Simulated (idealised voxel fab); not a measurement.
process module | voxel self aligned contacts
cross-section cut | 200 nm wide | cells 5 nm
A cross-section is a grid of square cells, given in bands from the top down. A band is one or more rows of cells.
Each band's line starts with the height of the band's top and of its bottom, in nm. Then come its materials from left to right, each with its width in nm. One material with "throughout" fills the band from edge to edge. "air" is empty space.
Height 0 is the level under which the wafer as received is all one material. The lowest band goes on downwards, as in "0 down".
A width such as "30 to 40" changes by the same amount from each row of cells to the next, from the band's top row to its bottom row.
"no change" after a step means that no cell of the cross-section changed.
closed voids: empty space of 8 cells or more with no open way to the top, each as width x height at its distance from the left edge, in nm
after a step's settings: what the simulator itself notes on the step
overlay nm, on a step with a mask: how far to the right of its planned place the mask lay; to the left if negative
plan
1 op RECEIVE | material Si
2 op OXIDIZE | depth nm 5
3 op DIRECTIONAL_DEP | material polySi | thk nm 30
4 op DIRECTIONAL_DEP | material SiN | thk nm 25
5 op MASKED_ETCH | tone cover | mask id GATE | width nm 25 | pitch nm 60 | etch materials SiN | depth nm 25 | overlay nm 0
6 op MASKED_ETCH | tone cover | mask id GATE | width nm 25 | pitch nm 60 | etch materials polySi | depth nm 30 | overlay nm 0
7 op CONFORMAL_DEP | material SiN | thk nm 10
8 op DIRECTIONAL_ETCH | etch materials SiN | depth nm 10
9 op FILL_DEP | material SiO2 | thk nm 15
10 op CMP | height nm 65
11 op MASKED_ETCH | tone open | mask id CONTACT | width nm 45 | pitch nm 60 | etch materials SiO2 | depth nm 70 | overlay nm 0
12 op CONFORMAL_DEP | material TiN | thk nm 5
13 op FILL_DEP | material W | thk nm 10
14 op CMP | height nm 65
15 op CONFORMAL_DEP | material SiCN | thk nm 5
as received, after step 1
  0 down: Si throughout
  closed voids: none
a wafer at the end: this start, this plan, one mistake
  85 to 80: SiCN throughout
  80 to 70: W throughout
  70 to 65: TiN 50 | W 35 | TiN 25 | W 35 | TiN 55
  65 to 55: SiO2 45 | TiN 5 to 20 | W 35 to 5 | TiN 5 to 20 | SiO2 15 | TiN 5 to 20 | W 35 to 5 | TiN 5 to 20 | SiO2 50
  55 to 30: SiO2 15 | SiN 45 | TiN 5 | W 5 | TiN 5 | SiN 45 | TiN 5 | W 5 | TiN 5 | SiN 45 | SiO2 20
  30 to 0: SiO2 15 | SiN 10 | polySi 25 | SiN 10 | TiN 5 | W 5 | TiN 5 | SiN 10 | polySi 25 | SiN 10 | TiN 5 | W 5 | TiN 5 | SiN 10 | polySi 25 | SiN 10 | SiO2 20
  0 to -5: SiO2 60 | TiN 15 | SiO2 45 | TiN 15 | SiO2 65
  -5 down: Si throughout
  closed voids: none
what went wrong: step 14 was left out
